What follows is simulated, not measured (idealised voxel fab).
You're looking at the process module voxel wiring stack.
Section cut is 140 nm wide and gridded with 5 nm square cells.
When this document writes out a cross-section, it uses a grid of square cells and lists it as bands, beginning at the top and moving down, with a band standing for one or more rows of cells. A band entry consists of two parts. The first gives the height of the band's top and the height of its bottom, in nm. The rest lists the band's materials from left to right, each with its width in nm. A single material labelled with the word "everywhere" fills the band from edge to edge, and the word "blank" marks empty space. It should be noted that heights are counted from 0, beneath which the wafer as supplied is of one material throughout, and that the lowest band possesses no lower boundary but continues downward, as written in "0..down". So if you see something like "30->40" for the width, read it as the top row of the band sitting at the first number and the bottom row at the second, with every row in between moving by the same amount as the last. Step note "left unchanged" = no cross-section cell changed. So "Enclosed empty spaces" is basically the list of trapped voids: any empty space of 8 cells or more that can't reach the top through an opening. They're written width x height at distance, the distance being from the left edge, and it's all nm. If you see something after the settings on a step's line, that's the simulator's own remark about that step. overlay nm: how far to the right of its planned place the mask lay on this masked step (negative: to the left).

PLAN
| 1 | op RECEIVE | material Si |
| 2 | op CONFORMAL_DEP | material SiO2 | thk nm 15 |
| 3 | op DIRECTIONAL_DEP | material TiN | thk nm 5 |
| 4 | op DIRECTIONAL_DEP | material Ru | thk nm 25 |
| 5 | op MASKED_ETCH | tone cover | mask id METAL_1 | width nm 25 | pitch nm 40 | etch materials Ru | depth nm 25 | overlay nm 0 |
| 6 | op MASKED_ETCH | tone cover | mask id METAL_1 | width nm 25 | pitch nm 40 | etch materials TiN | depth nm 5 | overlay nm 0 |
| 7 | op FILL_DEP | material lowk | thk nm 5 |
| 8 | op CMP | height nm 45 |
| 9 | op CONFORMAL_DEP | material SiCN | thk nm 5 |
| 10 | op DIRECTIONAL_DEP | material lowk | thk nm 20 |
| 11 | op MASKED_ETCH | tone open | mask id PLUG_1 | width nm 15 | pitch nm 80 | etch materials lowk | depth nm 20 | overlay nm 0 |
| 12 | op MASKED_ETCH | tone open | mask id PLUG_1 | width nm 15 | pitch nm 80 | etch materials SiCN | depth nm 5 | overlay nm 0 |
| 13 | op EPI | material Ru | thk nm 10 |
| 14 | op EPI | material Ru | thk nm 10 |
| 15 | op EPI | material Ru | thk nm 5 |
| 16 | op CONFORMAL_DEP | material SiCN | thk nm 5 |
| 17 | op DIRECTIONAL_DEP | material SiO2 | thk nm 25 |
| 18 | op MASKED_ETCH | tone open | mask id METAL_2 | width nm 25 | pitch nm 40 | etch materials SiO2 | depth nm 25 | overlay nm 0 |
| 19 | op MASKED_ETCH | tone open | mask id METAL_2 | width nm 25 | pitch nm 40 | etch materials SiCN | depth nm 5 | overlay nm 0 |
| 20 | op CONFORMAL_DEP | material TiN | thk nm 5 |
| 21 | op FILL_DEP | material Cu | thk nm 5 |
| 22 | op CMP | height nm 100 |
| 23 | op EPI | material Ru | thk nm 5 |
| 24 | op FILL_DEP | material SiCN | thk nm 5 |

WAFER, FIRST OF TWO, RUN AS PLANNED

CROSS-SECTION, INCOMING MATERIAL, AFTER STEP 1
> 0..down  Si everywhere
> Enclosed empty spaces: none

CROSS-SECTIONAL REPRESENTATION OF THE WAFER AT THE CONCLUSION OF STEP 2
> 15..0  SiO2 everywhere
> For the remainder of the cross-section, below 0, there is no change.

CROSS-SECTIONAL REPRESENTATION OF THE WAFER AT THE CONCLUSION OF STEP 3
> 20..15  TiN everywhere
> For the remainder of the cross-section, below 15, there is no change.

CROSS-SECTIONAL REPRESENTATION OF THE WAFER AT THE CONCLUSION OF STEP 4
> 45..20  Ru everywhere
> For the remainder of the cross-section, below 20, there is no change.

CROSS-SECTIONAL REPRESENTATION OF THE WAFER AT THE CONCLUSION OF STEP 5
> 45..20  blank: 15; Ru: 25; blank: 15; Ru: 25; blank: 15; Ru: 25; blank: 20
> For the remainder of the cross-section, below 20, there is no change.

CROSS-SECTIONAL REPRESENTATION OF THE WAFER AT THE CONCLUSION OF STEP 6
> 45..20  blank: 15; Ru: 25; blank: 15; Ru: 25; blank: 15; Ru: 25; blank: 20
> 20..15  blank: 15; TiN: 25; blank: 15; TiN: 25; blank: 15; TiN: 25; blank: 20
> For the remainder of the cross-section, below 15, there is no change.

CROSS-SECTIONAL REPRESENTATION OF THE WAFER AT THE CONCLUSION OF STEP 7
> 50..45  lowk everywhere
> 45..20  lowk: 15; Ru: 25; lowk: 15; Ru: 25; lowk: 15; Ru: 25; lowk: 20
> 20..15  lowk: 15; TiN: 25; lowk: 15; TiN: 25; lowk: 15; TiN: 25; lowk: 20
> For the remainder of the cross-section, below 15, there is no change.

CROSS-SECTIONAL REPRESENTATION OF THE WAFER AT THE CONCLUSION OF STEP 8
> 45..20  lowk: 15; Ru: 25; lowk: 15; Ru: 25; lowk: 15; Ru: 25; lowk: 20
> For the remainder of the cross-section, below 20, there is no change.

CROSS-SECTIONAL REPRESENTATION OF THE WAFER AT THE CONCLUSION OF STEP 9
> 50..45  SiCN everywhere
> For the remainder of the cross-section, below 45, there is no change.

CROSS-SECTIONAL REPRESENTATION OF THE WAFER AT THE CONCLUSION OF STEP 10
> 70..50  lowk everywhere
> For the remainder of the cross-section, below 50, there is no change.

CROSS-SECTIONAL REPRESENTATION OF THE WAFER AT THE CONCLUSION OF STEP 11
> 70..50  lowk: 15; blank: 15; lowk: 65; blank: 15; lowk: 30
> For the remainder of the cross-section, below 50, there is no change.

CROSS-SECTIONAL REPRESENTATION OF THE WAFER AT THE CONCLUSION OF STEP 12
> 70..50  lowk: 15; blank: 15; lowk: 65; blank: 15; lowk: 30
> 50..45  SiCN: 15; blank: 15; SiCN: 65; blank: 15; SiCN: 30
> For the remainder of the cross-section, below 45, there is no change.

CROSS-SECTIONAL REPRESENTATION OF THE WAFER AT THE CONCLUSION OF STEP 13
> 70..55  lowk: 15; blank: 15; lowk: 65; blank: 15; lowk: 30
> 55..50  lowk: 15; Ru: 15; lowk: 65; Ru: 15; lowk: 30
> 50..45  SiCN: 15; Ru: 15; SiCN: 65; Ru: 15; SiCN: 30
> For the remainder of the cross-section, below 45, there is no change.

CROSS-SECTIONAL REPRESENTATION OF THE WAFER AT THE CONCLUSION OF STEP 14
> 70..65  lowk: 15; blank: 15; lowk: 65; blank: 15; lowk: 30
> 65..50  lowk: 15; Ru: 15; lowk: 65; Ru: 15; lowk: 30
> For the remainder of the cross-section, below 50, there is no change.

CROSS-SECTIONAL REPRESENTATION OF THE WAFER AT THE CONCLUSION OF STEP 15
> 70..50  lowk: 15; Ru: 15; lowk: 65; Ru: 15; lowk: 30
> For the remainder of the cross-section, below 50, there is no change.

CROSS-SECTIONAL REPRESENTATION OF THE WAFER AT THE CONCLUSION OF STEP 16
> 75..70  SiCN everywhere
> For the remainder of the cross-section, below 70, there is no change.

CROSS-SECTIONAL REPRESENTATION OF THE WAFER AT THE CONCLUSION OF STEP 17
> 100..75  SiO2 everywhere
> For the remainder of the cross-section, below 75, there is no change.

CROSS-SECTIONAL REPRESENTATION OF THE WAFER AT THE CONCLUSION OF STEP 18
> 100..75  SiO2: 15; blank: 25; SiO2: 15; blank: 25; SiO2: 15; blank: 25; SiO2: 20
> For the remainder of the cross-section, below 75, there is no change.

CROSS-SECTIONAL REPRESENTATION OF THE WAFER AT THE CONCLUSION OF STEP 19
> 100..75  SiO2: 15; blank: 25; SiO2: 15; blank: 25; SiO2: 15; blank: 25; SiO2: 20
> 75..70  SiCN: 15; blank: 25; SiCN: 15; blank: 25; SiCN: 15; blank: 25; SiCN: 20
> For the remainder of the cross-section, below 70, there is no change.

CROSS-SECTIONAL REPRESENTATION OF THE WAFER AT THE CONCLUSION OF STEP 20
> 105..100  TiN: 20; blank: 15; TiN: 25; blank: 15; TiN: 25; blank: 15; TiN: 25
> 100..75  SiO2: 15; TiN: 5; blank: 15; TiN: 5; SiO2: 15; TiN: 5; blank: 15; TiN: 5; SiO2: 15; TiN: 5; blank: 15; TiN: 5; SiO2: 20
> 75..70  SiCN: 15; TiN: 25; SiCN: 15; TiN: 25; SiCN: 15; TiN: 25; SiCN: 20
> For the remainder of the cross-section, below 70, there is no change.

CROSS-SECTIONAL REPRESENTATION OF THE WAFER AT THE CONCLUSION OF STEP 21
> 110..105  Cu everywhere
> 105..100  TiN: 20; Cu: 15; TiN: 25; Cu: 15; TiN: 25; Cu: 15; TiN: 25
> 100..75  SiO2: 15; TiN: 5; Cu: 15; TiN: 5; SiO2: 15; TiN: 5; Cu: 15; TiN: 5; SiO2: 15; TiN: 5; Cu: 15; TiN: 5; SiO2: 20
> For the remainder of the cross-section, below 75, there is no change.

CROSS-SECTIONAL REPRESENTATION OF THE WAFER AT THE CONCLUSION OF STEP 22
> 100..75  SiO2: 15; TiN: 5; Cu: 15; TiN: 5; SiO2: 15; TiN: 5; Cu: 15; TiN: 5; SiO2: 15; TiN: 5; Cu: 15; TiN: 5; SiO2: 20
> For the remainder of the cross-section, below 75, there is no change.

CROSS-SECTIONAL REPRESENTATION OF THE WAFER AT THE CONCLUSION OF STEP 23
> 105..100  blank: 10; Ru: 35; blank: 5; Ru: 35; blank: 5; Ru: 35; blank: 15
> For the remainder of the cross-section, below 100, there is no change.

CROSS-SECTIONAL REPRESENTATION OF THE WAFER AT THE CONCLUSION OF STEP 24
> 110..105  SiCN everywhere
> 105..100  SiCN: 10; Ru: 35; SiCN: 5; Ru: 35; SiCN: 5; Ru: 35; SiCN: 15
> For the remainder of the cross-section, below 100, there is no change.

WAFER TWO OF THE PAIR: SAME ORIGIN, SAME PLAN, ONE ERROR DURING THE RUN; IDENTICAL TO WAFER ONE UP TO AND INCLUDING STEP 9

What the second wafer looks like in cross-section when step 10 should have wrapped up: left unchanged

What the second wafer looks like in cross-section when step 11 should have wrapped up: left unchanged

WHAT THE SECOND WAFER LOOKS LIKE IN CROSS-SECTION WHEN STEP 12 SHOULD HAVE WRAPPED UP
> 50..45  SiCN: 15; blank: 15; SiCN: 65; blank: 15; SiCN: 30
> For the remainder of the cross-section, below 45, there is no change.

WHAT THE SECOND WAFER LOOKS LIKE IN CROSS-SECTION WHEN STEP 13 SHOULD HAVE WRAPPED UP
> 55..50  blank: 10; Ru: 25; blank: 55; Ru: 25; blank: 25
> 50..45  SiCN: 15; Ru: 15; SiCN: 65; Ru: 15; SiCN: 30
> For the remainder of the cross-section, below 45, there is no change.

WHAT THE SECOND WAFER LOOKS LIKE IN CROSS-SECTION WHEN STEP 14 SHOULD HAVE WRAPPED UP
> 65..50  Ru: 45; blank: 35; Ru: 45; blank: 15
> For the remainder of the cross-section, below 50, there is no change.

WHAT THE SECOND WAFER LOOKS LIKE IN CROSS-SECTION WHEN STEP 15 SHOULD HAVE WRAPPED UP
> 70..50  Ru: 50; blank: 25; Ru: 55; blank: 10
> For the remainder of the cross-section, below 50, there is no change.

WHAT THE SECOND WAFER LOOKS LIKE IN CROSS-SECTION WHEN STEP 16 SHOULD HAVE WRAPPED UP
> 75..70  SiCN: 55; blank: 15; SiCN: 65; blank: 5
> 70..55  Ru: 50; SiCN: 5; blank: 15; SiCN: 5; Ru: 55; SiCN: 5; blank: 5
> 55..50  Ru: 50; SiCN: 25; Ru: 55; SiCN: 10
> For the remainder of the cross-section, below 50, there is no change.

WHAT THE SECOND WAFER LOOKS LIKE IN CROSS-SECTION WHEN STEP 17 SHOULD HAVE WRAPPED UP
> 100..80  SiO2: 55; blank: 15; SiO2: 65; blank: 5
> 80..75  SiO2 everywhere
> 75..70  SiCN: 55; SiO2: 15; SiCN: 65; SiO2: 5
> 70..55  Ru: 50; SiCN: 5; SiO2: 15; SiCN: 5; Ru: 55; SiCN: 5; SiO2: 5
> For the remainder of the cross-section, below 55, there is no change.

WHAT THE SECOND WAFER LOOKS LIKE IN CROSS-SECTION WHEN STEP 18 SHOULD HAVE WRAPPED UP
> 100..80  SiO2: 15; blank: 25; SiO2: 15; blank: 25; SiO2: 15; blank: 25; SiO2: 15; blank: 5
> 80..75  SiO2: 15; blank: 25; SiO2: 15; blank: 25; SiO2: 15; blank: 25; SiO2: 20
> 75..70  SiCN: 55; blank: 15; SiCN: 65; SiO2: 5
> 70..55  Ru: 50; SiCN: 5; blank: 15; SiCN: 5; Ru: 55; SiCN: 5; SiO2: 5
> For the remainder of the cross-section, below 55, there is no change.

WHAT THE SECOND WAFER LOOKS LIKE IN CROSS-SECTION WHEN STEP 19 SHOULD HAVE WRAPPED UP
> 100..80  SiO2: 15; blank: 25; SiO2: 15; blank: 25; SiO2: 15; blank: 25; SiO2: 15; blank: 5
> 80..75  SiO2: 15; blank: 25; SiO2: 15; blank: 25; SiO2: 15; blank: 25; SiO2: 20
> 75..70  SiCN: 15; blank: 25; SiCN: 15; blank: 25; SiCN: 15; blank: 25; SiCN: 15; SiO2: 5
> 70..55  Ru: 50; SiCN: 5; blank: 15; SiCN: 5; Ru: 55; SiCN: 5; SiO2: 5
> 55..50  Ru: 50; SiCN: 5; blank: 15; SiCN: 5; Ru: 55; SiCN: 10
> For the remainder of the cross-section, below 50, there is no change.

WHAT THE SECOND WAFER LOOKS LIKE IN CROSS-SECTION WHEN STEP 20 SHOULD HAVE WRAPPED UP
> 105..100  TiN: 20; blank: 15; TiN: 25; blank: 15; TiN: 25; blank: 15; TiN: 25
> 100..80  SiO2: 15; TiN: 5; blank: 15; TiN: 5; SiO2: 15; TiN: 5; blank: 15; TiN: 5; SiO2: 15; TiN: 5; blank: 15; TiN: 5; SiO2: 15; TiN: 5
> 80..75  SiO2: 15; TiN: 5; blank: 15; TiN: 5; SiO2: 15; TiN: 5; blank: 15; TiN: 5; SiO2: 15; TiN: 5; blank: 15; TiN: 5; SiO2: 20
> 75..70  SiCN: 15; TiN: 25; SiCN: 15; TiN: 5; blank: 5; TiN: 15; SiCN: 15; TiN: 25; SiCN: 15; SiO2: 5
> 70..55  Ru: 50; SiCN: 5; TiN: 5; blank: 5; TiN: 5; SiCN: 5; Ru: 55; SiCN: 5; SiO2: 5
> 55..50  Ru: 50; SiCN: 5; TiN: 15; SiCN: 5; Ru: 55; SiCN: 10
> For the remainder of the cross-section, below 50, there is no change.

WHAT THE SECOND WAFER LOOKS LIKE IN CROSS-SECTION WHEN STEP 21 SHOULD HAVE WRAPPED UP
> 110..105  Cu everywhere
> 105..100  TiN: 20; Cu: 15; TiN: 25; Cu: 15; TiN: 25; Cu: 15; TiN: 25
> 100..80  SiO2: 15; TiN: 5; Cu: 15; TiN: 5; SiO2: 15; TiN: 5; Cu: 15; TiN: 5; SiO2: 15; TiN: 5; Cu: 15; TiN: 5; SiO2: 15; TiN: 5
> 80..75  SiO2: 15; TiN: 5; Cu: 15; TiN: 5; SiO2: 15; TiN: 5; Cu: 15; TiN: 5; SiO2: 15; TiN: 5; Cu: 15; TiN: 5; SiO2: 20
> 75..70  SiCN: 15; TiN: 25; SiCN: 15; TiN: 5; Cu: 5; TiN: 15; SiCN: 15; TiN: 25; SiCN: 15; SiO2: 5
> 70..55  Ru: 50; SiCN: 5; TiN: 5; Cu: 5; TiN: 5; SiCN: 5; Ru: 55; SiCN: 5; SiO2: 5
> For the remainder of the cross-section, below 55, there is no change.

WHAT THE SECOND WAFER LOOKS LIKE IN CROSS-SECTION WHEN STEP 22 SHOULD HAVE WRAPPED UP
> 100..80  SiO2: 15; TiN: 5; Cu: 15; TiN: 5; SiO2: 15; TiN: 5; Cu: 15; TiN: 5; SiO2: 15; TiN: 5; Cu: 15; TiN: 5; SiO2: 15; TiN: 5
> For the remainder of the cross-section, below 80, there is no change.

WHAT THE SECOND WAFER LOOKS LIKE IN CROSS-SECTION WHEN STEP 23 SHOULD HAVE WRAPPED UP
> 105..100  blank: 10; Ru: 35; blank: 5; Ru: 35; blank: 5; Ru: 35; blank: 5; Ru: 10
> For the remainder of the cross-section, below 100, there is no change.

WHAT THE SECOND WAFER LOOKS LIKE IN CROSS-SECTION WHEN STEP 24 SHOULD HAVE WRAPPED UP
> 110..105  SiCN everywhere
> 105..100  SiCN: 10; Ru: 35; SiCN: 5; Ru: 35; SiCN: 5; Ru: 35; SiCN: 5; Ru: 10
> For the remainder of the cross-section, below 100, there is no change.
Deviation noted in wafer processing: with respect to the plan, step 10 was omitted and not executed
In the final state, the cell counts of the second wafer exceed or fall short of those of the first for the following materials: 4 more of Cu | 62 more of Ru | 10 more of SiCN | 12 more of TiN | 88 fewer of lowk
